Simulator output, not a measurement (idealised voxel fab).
Presented below is a process module, voxel self aligned vias.
FYI the section here is cut, 225 nm wide, cells are 5 nm squares.
Bands, listed from the top down, are how a cross-section gets written in this document; the cross-section itself is a grid of square cells, and a band is one or more rows of them.
Quick guide to a band line: top height, bottom height (nm) up front; then every material left to right with its width in nm. Only one material and it's marked "all across"? Then it fills the band edge to edge. And "blank" just means empty space.
Heights are reckoned from 0. Under this level, the received wafer is all of one material. The bottommost band is open-ended downward, for example "0..down".
Width spec "30->40" -> top row of cells at first value, bottom row at second value, equal per-row change in between.
"stayed the same" means the step left every cell of the cross-section as it was.
If an empty space has no open way to the top and is at least 8 cells in size, "Unvented internal voids" lists it, written width x height at distance, where distance is measured from the left edge and every value is in nm.
Formally, on a step line, whatever follows the settings is a remark that the simulator itself makes on the step.
What "overlay nm" on a step's line means: if the step has a mask, that mask lay this far to the right of its planned place, or, when the value is negative, to the left.
-- These are the steps we planned for the process
step 1: RECEIVE (material Si)
step 2: CONFORMAL_DEP (material SiO2; thk nm 15)
step 3: CONFORMAL_DEP (material SiCN; thk nm 5)
step 4: DIRECTIONAL_DEP (material lowk; thk nm 30)
step 5: PATTERN (tone open; mask id LINES; material resist; width nm 25; pitch nm 65; thk nm 20; overlay nm 0)
step 6: DIRECTIONAL_ETCH (etch materials lowk; depth nm 30)
step 7: STRIP (etch materials resist)
step 8: CONFORMAL_DEP (material TiN; thk nm 5)
step 9: FILL_DEP (material Ru; thk nm 10)
step 10: CMP (height nm 50)
step 11: SELECTIVE_ETCH (etch materials W Ru TiN; depth nm 10)
step 12: FILL_DEP (material SiN; thk nm 10)
step 13: CMP (height nm 50)
step 14: DIRECTIONAL_DEP (material lowk; thk nm 15)
step 15: MASKED_ETCH (tone open; mask id VIAS; width nm 35; pitch nm 65; etch materials lowk; depth nm 15; overlay nm 0)
step 16: MASKED_ETCH (tone open; mask id VIAS; width nm 35; pitch nm 65; etch materials SiN; depth nm 10; overlay nm 0)
step 17: CONFORMAL_DEP (material TiN; thk nm 5)
step 18: FILL_DEP (material Ru; thk nm 10)
step 19: CMP (height nm 65)
step 20: CONFORMAL_DEP (material SiCN; thk nm 5)
-- First wafer of two (run as planned)
-- Received-state cross-section, reflecting completion of step 1
- 0..down = Si all across
- Unvented internal voids: none
-- So this is the wafer cross-section right after step 2
- 15..0 = SiO2 all across
- Unchanged below 0.
-- So this is the wafer cross-section right after step 3
- 20..15 = SiCN all across
- Unchanged below 15.
-- So this is the wafer cross-section right after step 4
- 50..20 = lowk all across
- Unchanged below 20.
-- So this is the wafer cross-section right after step 5
- 70..50 = 65 of resist  25 of blank  40 of resist  25 of blank  70 of resist
- Unchanged below 50.
-- So this is the wafer cross-section right after step 6
- 70..50 = 65 of resist  25 of blank  40 of resist  25 of blank  70 of resist
- 50..20 = 65 of lowk  25 of blank  40 of lowk  25 of blank  70 of lowk
- Unchanged below 20.
-- So this is the wafer cross-section right after step 7
- 50..20 = 65 of lowk  25 of blank  40 of lowk  25 of blank  70 of lowk
- Unchanged below 20.
-- So this is the wafer cross-section right after step 8
- 55..50 = 70 of TiN  15 of blank  50 of TiN  15 of blank  75 of TiN
- 50..25 = 65 of lowk  5 of TiN  15 of blank  5 of TiN  40 of lowk  5 of TiN  15 of blank  5 of TiN  70 of lowk
- 25..20 = 65 of lowk  25 of TiN  40 of lowk  25 of TiN  70 of lowk
- Unchanged below 20.
-- So this is the wafer cross-section right after step 9
- 65..55 = Ru all across
- 55..50 = 70 of TiN  15 of Ru  50 of TiN  15 of Ru  75 of TiN
- 50..25 = 65 of lowk  5 of TiN  15 of Ru  5 of TiN  40 of lowk  5 of TiN  15 of Ru  5 of TiN  70 of lowk
- Unchanged below 25.
-- So this is the wafer cross-section right after step 10
- 50..25 = 65 of lowk  5 of TiN  15 of Ru  5 of TiN  40 of lowk  5 of TiN  15 of Ru  5 of TiN  70 of lowk
- Unchanged below 25.
-- So this is the wafer cross-section right after step 11
- 50..40 = 65 of lowk  25 of blank  40 of lowk  25 of blank  70 of lowk
- Unchanged below 40.
-- So this is the wafer cross-section right after step 12
- 60..50 = SiN all across
- 50..40 = 65 of lowk  25 of SiN  40 of lowk  25 of SiN  70 of lowk
- Unchanged below 40.
-- So this is the wafer cross-section right after step 13
- 50..40 = 65 of lowk  25 of SiN  40 of lowk  25 of SiN  70 of lowk
- Unchanged below 40.
-- So this is the wafer cross-section right after step 14
- 65..50 = lowk all across
- Unchanged below 50.
-- So this is the wafer cross-section right after step 15
- 65..50 = 60 of lowk  35 of blank  30 of lowk  35 of blank  65 of lowk
- Unchanged below 50.
-- So this is the wafer cross-section right after step 16
- 65..50 = 60 of lowk  35 of blank  30 of lowk  35 of blank  65 of lowk
- 50..40 = 65 of lowk  25 of blank  40 of lowk  25 of blank  70 of lowk
- Unchanged below 40.
-- So this is the wafer cross-section right after step 17
- 70..65 = 65 of TiN  25 of blank  40 of TiN  25 of blank  70 of TiN
- 65..55 = 60 of lowk  5 of TiN  25 of blank  5 of TiN  30 of lowk  5 of TiN  25 of blank  5 of TiN  65 of lowk
- 55..45 = 60->65 of lowk  10->5 of TiN  15 of blank  10->5 of TiN  30->40 of lowk  10->5 of TiN  15 of blank  10->5 of TiN  65->70 of lowk
- 45..40 = 65 of lowk  25 of TiN  40 of lowk  25 of TiN  70 of lowk
- Unchanged below 40.
-- So this is the wafer cross-section right after step 18
- 80..70 = Ru all across
- 70..65 = 65 of TiN  25 of Ru  40 of TiN  25 of Ru  70 of TiN
- 65..55 = 60 of lowk  5 of TiN  25 of Ru  5 of TiN  30 of lowk  5 of TiN  25 of Ru  5 of TiN  65 of lowk
- 55..45 = 60->65 of lowk  10->5 of TiN  15 of Ru  10->5 of TiN  30->40 of lowk  10->5 of TiN  15 of Ru  10->5 of TiN  65->70 of lowk
- Unchanged below 45.
-- So this is the wafer cross-section right after step 19
- 65..55 = 60 of lowk  5 of TiN  25 of Ru  5 of TiN  30 of lowk  5 of TiN  25 of Ru  5 of TiN  65 of lowk
- Unchanged below 55.
-- So this is the wafer cross-section right after step 20
- 70..65 = SiCN all across
- Unchanged below 65.
-- Wafer two of the pair: same origin, same plan, one error during the run; identical to wafer one up to and including step 18
Second wafer, cross-section, planned end of step 19: stayed the same
-- Second wafer, cross-section, planned end of step 20
- 85..80 = SiCN all across
- Unchanged below 80.
Misprocessing identified: step 19 of the plan got skipped, so it never ran
Upon completion, the second wafer contains, in terms of cells, a greater or smaller amount of certain materials than the first wafer: Ru: 100 more | TiN: 35 more
